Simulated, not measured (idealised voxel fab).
This section sets out a process module, namely voxel ribs on slabs.
Each square cell in cross-section cut measures 5 nm, and the section as a whole is 270 nm wide.
Heads up, the way a cross-section reads in here is a grid of square cells, handed over as bands from the top down, with every band being one or more rows of cells.
Each band's line starts with the height of the band's top and of its bottom, in nm. Then come its materials from left to right, each with its width in nm. One material with "edge to edge" fills the band from edge to edge. "empty" is empty space.
Ref level 0: as-received wafer is one material below here. Bottom band extends down with no lower bound ("z 0 and below").
Top row gets the first number, bottom row gets the second, and each row in between changes by the same step: that is how a band width like "30 to 40" works.
Where a step carries "left unchanged", the cross-section came out of it unchanged, cell for cell.
"Closed internal cavities": empty spaces of 8 cells or more with no open way to the top, each given as width x height at distance, distance from the left edge, all in nm.
after a step's settings: what the simulator itself notes on the step
Steps that use a mask can have "overlay nm" on their line. It says how far the mask sat to the right of where it was meant to be. Negative means to the left.

Steps planned for the process
1,RECEIVE | material Si
2,DIRECTIONAL_DEP | material SiO2 | thk nm 30
3,DIRECTIONAL_DEP | material SiN | thk nm 20
4,DIRECTIONAL_DEP | material aC | thk nm 10
5,PATTERN | tone cover | mask id RIB | material resist | width nm 15 | thk nm 30 | overlay nm 0
6,DIRECTIONAL_ETCH | etch materials aC | depth nm 10
7,STRIP | etch materials resist
8,DIRECTIONAL_ETCH | etch materials SiN | depth nm 15
9,STRIP | etch materials aC
10,MASKED_ETCH | tone cover | mask id SLAB | width nm 75 | etch materials SiN | depth nm 5 | overlay nm 0
11,FILL_DEP | material SiO2 | thk nm 25
12,CMP | height nm 70
13,DIRECTIONAL_DEP | material W | thk nm 5
14,MASKED_ETCH | tone cover | mask id HEATER | width nm 25 | etch materials W | depth nm 5 | overlay nm 0
15,CONFORMAL_DEP | material SiO2 | thk nm 5

First wafer, two in total, run as planned

Received-state cross-section, reflecting completion of step 1
  z 0 and below | Si edge to edge
  Closed internal cavities: none

Cross-section of the wafer after step 2
  z 30 to 0 | SiO2 edge to edge
  No changes below 0.

Cross-section of the wafer after step 3
  z 50 to 30 | SiN edge to edge
  No changes below 30.

Cross-section of the wafer after step 4
  z 60 to 50 | aC edge to edge
  No changes below 50.

Cross-section of the wafer after step 5
  z 90 to 60 | empty 125 nm, then resist 15 nm, then empty 130 nm
  No changes below 60.

Cross-section of the wafer after step 6
  z 80 to 60 | empty 125 nm, then resist 15 nm, then empty 130 nm
  z 60 to 50 | empty 125 nm, then aC 15 nm, then empty 130 nm
  No changes below 50.

Cross-section of the wafer after step 7
  z 60 to 50 | empty 125 nm, then aC 15 nm, then empty 130 nm
  No changes below 50.

Cross-section of the wafer after step 8
  z 60 to 50 | empty 125 nm, then aC 15 nm, then empty 130 nm
  z 50 to 35 | empty 125 nm, then SiN 15 nm, then empty 130 nm
  No changes below 35.

Cross-section of the wafer after step 9
  z 50 to 35 | empty 125 nm, then SiN 15 nm, then empty 130 nm
  No changes below 35.

Cross-section of the wafer after step 10
  z 50 to 35 | empty 125 nm, then SiN 15 nm, then empty 130 nm
  z 35 to 30 | empty 95 nm, then SiN 75 nm, then empty 100 nm
  No changes below 30.

Cross-section of the wafer after step 11
  z 75 to 50 | SiO2 edge to edge
  z 50 to 35 | SiO2 125 nm, then SiN 15 nm, then SiO2 130 nm
  z 35 to 30 | SiO2 95 nm, then SiN 75 nm, then SiO2 100 nm
  No changes below 30.

Cross-section of the wafer after step 12
  z 70 to 50 | SiO2 edge to edge
  No changes below 50.

Cross-section of the wafer after step 13
  z 75 to 70 | W edge to edge
  No changes below 70.

Cross-section of the wafer after step 14
  z 75 to 70 | empty 120 nm, then W 25 nm, then empty 125 nm
  No changes below 70.

Cross-section of the wafer after step 15
  z 80 to 75 | empty 115 nm, then SiO2 35 nm, then empty 120 nm
  z 75 to 70 | SiO2 120 nm, then W 25 nm, then SiO2 125 nm
  No changes below 70.

Second wafer: same start and same plan as the first, one execution error; identical to the first through step 1

At the planned end of step 2, the second wafer in cross-section
  z 20 to 0 | SiN edge to edge
  No changes below 0.

At the planned end of step 3, the second wafer in cross-section
  z 50 to 20 | SiO2 edge to edge
  No changes below 20.

At the planned end of step 4, the second wafer in cross-section
  z 60 to 50 | aC edge to edge
  No changes below 50.

At the planned end of step 5, the second wafer in cross-section
  z 90 to 60 | empty 125 nm, then resist 15 nm, then empty 130 nm
  No changes below 60.

At the planned end of step 6, the second wafer in cross-section
  z 80 to 60 | empty 125 nm, then resist 15 nm, then empty 130 nm
  z 60 to 50 | empty 125 nm, then aC 15 nm, then empty 130 nm
  No changes below 50.

At the planned end of step 7, the second wafer in cross-section
  z 60 to 50 | empty 125 nm, then aC 15 nm, then empty 130 nm
  No changes below 50.

At the planned end of step 8, the second wafer in cross-section: left unchanged

At the planned end of step 9, the second wafer in cross-section
  z 50 to 20 | SiO2 edge to edge
  No changes below 20.

At the planned end of step 10, the second wafer in cross-section: left unchanged

At the planned end of step 11, the second wafer in cross-section
  z 75 to 20 | SiO2 edge to edge
  No changes below 20.

At the planned end of step 12, the second wafer in cross-section
  z 70 to 20 | SiO2 edge to edge
  No changes below 20.

At the planned end of step 13, the second wafer in cross-section
  z 75 to 70 | W edge to edge
  No changes below 70.

At the planned end of step 14, the second wafer in cross-section
  z 75 to 70 | empty 120 nm, then W 25 nm, then empty 125 nm
  No changes below 70.

At the planned end of step 15, the second wafer in cross-section
  z 80 to 75 | empty 115 nm, then SiO2 35 nm, then empty 120 nm
  z 75 to 70 | SiO2 120 nm, then W 25 nm, then SiO2 125 nm
  No changes below 70.
Plan not followed: order of steps 2 and 3 inverted relative to the plan
Per the end-of-run cell counts, the second wafer holds more or fewer of some materials than the first: +192 SiN | -192 SiO2
